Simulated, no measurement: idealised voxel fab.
You're looking at the process module voxel released beams.
Cross-section cut spans 145 nm and uses square cells 5 nm in size.
Notation: cross-section as square-cell grid; stated in bands, top first, going down; one or more cell rows per band.
The band entry comprises the height of the band's top followed by the height of its bottom, expressed in nm, and subsequently the band's materials from left to right, each stated together with its width in nm. Where a single material is marked with the word "full width", that material fills the band from edge to edge. The word "empty" represents empty space.
The reference from which all heights are counted is 0, the level beneath which the as-received wafer is entirely one material; the lowest band, having no lower bound, proceeds downward and is written after the example "top 0, no bottom".
When a width is written as two numbers, as in "30 to 40", the first number is the width in the top row of cells of the band and the second is the width in its bottom row, and the width changes by the same amount from each row to the next.
Given "left unchanged" for a step, no cell of the cross-section differs between before and after that step.
"Closed empty spaces" means: voids of 8 cells or more that are shut off from the top with no open way through. Written width x height at distance, distance from the left edge, in nm.
Where a step's line continues beyond its settings, the continuation is a remark by the simulator itself on that step.
What "overlay nm" on a step's line means: if the step has a mask, that mask lay this far to the right of its planned place, or, when the value is negative, to the left.
**This section lists the process steps that were planned**
- 1: RECEIVE: material Si
- 2: CONFORMAL_DEP: material Al2O3, thk nm 10
- 3: DIRECTIONAL_DEP: material SiO2, thk nm 15
- 4: DIRECTIONAL_DEP: material aC, thk nm 10
- 5: PATTERN: tone open, mask id ANCHOR, material resist, width nm 45, thk nm 25, overlay nm 0
- 6: DIRECTIONAL_ETCH: etch materials aC, depth nm 10
- 7: STRIP: etch materials resist
- 8: DIRECTIONAL_ETCH: etch materials SiO2, depth nm 15
- 9: STRIP: etch materials aC
- 10: CONFORMAL_DEP: material polySi, thk nm 15
- 11: PATTERN: tone cover, mask id BEAM, material resist, width nm 110, thk nm 20, overlay nm 0
- 12: DIRECTIONAL_ETCH: etch materials polySi, depth nm 15
- 13: STRIP: etch materials resist
- 14: STRIP: etch materials SiO2
**First wafer out of two, processed as planned**
**Cross-section of the wafer as it came to us, i.e., already through step 1**
* top 0, no bottom | Si full width
* Closed empty spaces: none
**Cross-section of the wafer subsequent to step 2**
* top 10, bottom 0 | Al2O3 full width
* Nothing below the height 0 has changed.
**Cross-section of the wafer subsequent to step 3**
* top 25, bottom 10 | SiO2 full width
* Nothing below the height 10 has changed.
**Cross-section of the wafer subsequent to step 4**
* top 35, bottom 25 | aC full width
* Nothing below the height 25 has changed.
**Cross-section of the wafer subsequent to step 5**
* top 60, bottom 35 | 20 nm resist | 45 nm empty | 80 nm resist
* Nothing below the height 35 has changed.
**Cross-section of the wafer subsequent to step 6**
* top 50, bottom 35 | 20 nm resist | 45 nm empty | 80 nm resist
* top 35, bottom 25 | 20 nm aC | 45 nm empty | 80 nm aC
* Nothing below the height 25 has changed.
**Cross-section of the wafer subsequent to step 7**
* top 35, bottom 25 | 20 nm aC | 45 nm empty | 80 nm aC
* Nothing below the height 25 has changed.
**Cross-section of the wafer subsequent to step 8**
* top 35, bottom 25 | 20 nm aC | 45 nm empty | 80 nm aC
* top 25, bottom 10 | 20 nm SiO2 | 45 nm empty | 80 nm SiO2
* Nothing below the height 10 has changed.
**Cross-section of the wafer subsequent to step 9**
* top 25, bottom 10 | 20 nm SiO2 | 45 nm empty | 80 nm SiO2
* Nothing below the height 10 has changed.
**Cross-section of the wafer subsequent to step 10**
* top 40, bottom 25 | 35 nm polySi | 15 nm empty | 95 nm polySi
* top 25, bottom 10 | 20 nm SiO2 | 45 nm polySi | 80 nm SiO2
* Nothing below the height 10 has changed.
**Cross-section of the wafer subsequent to step 11**
* top 60, bottom 40 | 15 nm empty | 110 nm resist | 20 nm empty
* top 40, bottom 25 | 35 nm polySi | 15 nm resist | 95 nm polySi
* Nothing below the height 25 has changed.
**Cross-section of the wafer subsequent to step 12**
* top 60, bottom 40 | 15 nm empty | 110 nm resist | 20 nm empty
* top 40, bottom 25 | 15 nm empty | 20 nm polySi | 15 nm resist | 75 nm polySi | 20 nm empty
* Nothing below the height 25 has changed.
**Cross-section of the wafer subsequent to step 13**
* top 40, bottom 25 | 15 nm empty | 20 nm polySi | 15 nm empty | 75 nm polySi | 20 nm empty
* Nothing below the height 25 has changed.
**Cross-section of the wafer subsequent to step 14**
* top 40, bottom 25 | 15 nm empty | 20 nm polySi | 15 nm empty | 75 nm polySi | 20 nm empty
* top 25, bottom 10 | 20 nm empty | 45 nm polySi | 80 nm empty
* Nothing below the height 10 has changed.
**It is to be noted that the second wafer proceeded from the same initial state and according to the same plan as the first, although one mistake was committed in its execution; through step 1, inclusive, the two wafers share an identical history**
**Second wafer, section view, time point: scheduled end of step 2**
* top 15, bottom 0 | SiO2 full width
* Nothing below the height 0 has changed.
**Second wafer, section view, time point: scheduled end of step 3**
* top 25, bottom 15 | Al2O3 full width
* Nothing below the height 15 has changed.
**Second wafer, section view, time point: scheduled end of step 4**
* top 35, bottom 25 | aC full width
* Nothing below the height 25 has changed.
**Second wafer, section view, time point: scheduled end of step 5**
* top 60, bottom 35 | 20 nm resist | 45 nm empty | 80 nm resist
* Nothing below the height 35 has changed.
**Second wafer, section view, time point: scheduled end of step 6**
* top 50, bottom 35 | 20 nm resist | 45 nm empty | 80 nm resist
* top 35, bottom 25 | 20 nm aC | 45 nm empty | 80 nm aC
* Nothing below the height 25 has changed.
**Second wafer, section view, time point: scheduled end of step 7**
* top 35, bottom 25 | 20 nm aC | 45 nm empty | 80 nm aC
* Nothing below the height 25 has changed.
Second wafer, section view, time point: scheduled end of step 8: left unchanged
**Second wafer, section view, time point: scheduled end of step 9**
* top 25, bottom 15 | Al2O3 full width
* Nothing below the height 15 has changed.
**Second wafer, section view, time point: scheduled end of step 10**
* top 40, bottom 25 | polySi full width
* Nothing below the height 25 has changed.
**Second wafer, section view, time point: scheduled end of step 11**
* top 60, bottom 40 | 15 nm empty | 110 nm resist | 20 nm empty
* Nothing below the height 40 has changed.
**Second wafer, section view, time point: scheduled end of step 12**
* top 60, bottom 40 | 15 nm empty | 110 nm resist | 20 nm empty
* top 40, bottom 25 | 15 nm empty | 110 nm polySi | 20 nm empty
* Nothing below the height 25 has changed.
**Second wafer, section view, time point: scheduled end of step 13**
* top 40, bottom 25 | 15 nm empty | 110 nm polySi | 20 nm empty
* Nothing below the height 25 has changed.
Second wafer, section view, time point: scheduled end of step 14: left unchanged
Run error: sequence error: steps 2 and 3 interchanged
Upon completion, the second wafer contains, in terms of cells, a greater or smaller amount of certain materials than the first wafer: SiO2 +87 | polySi -18
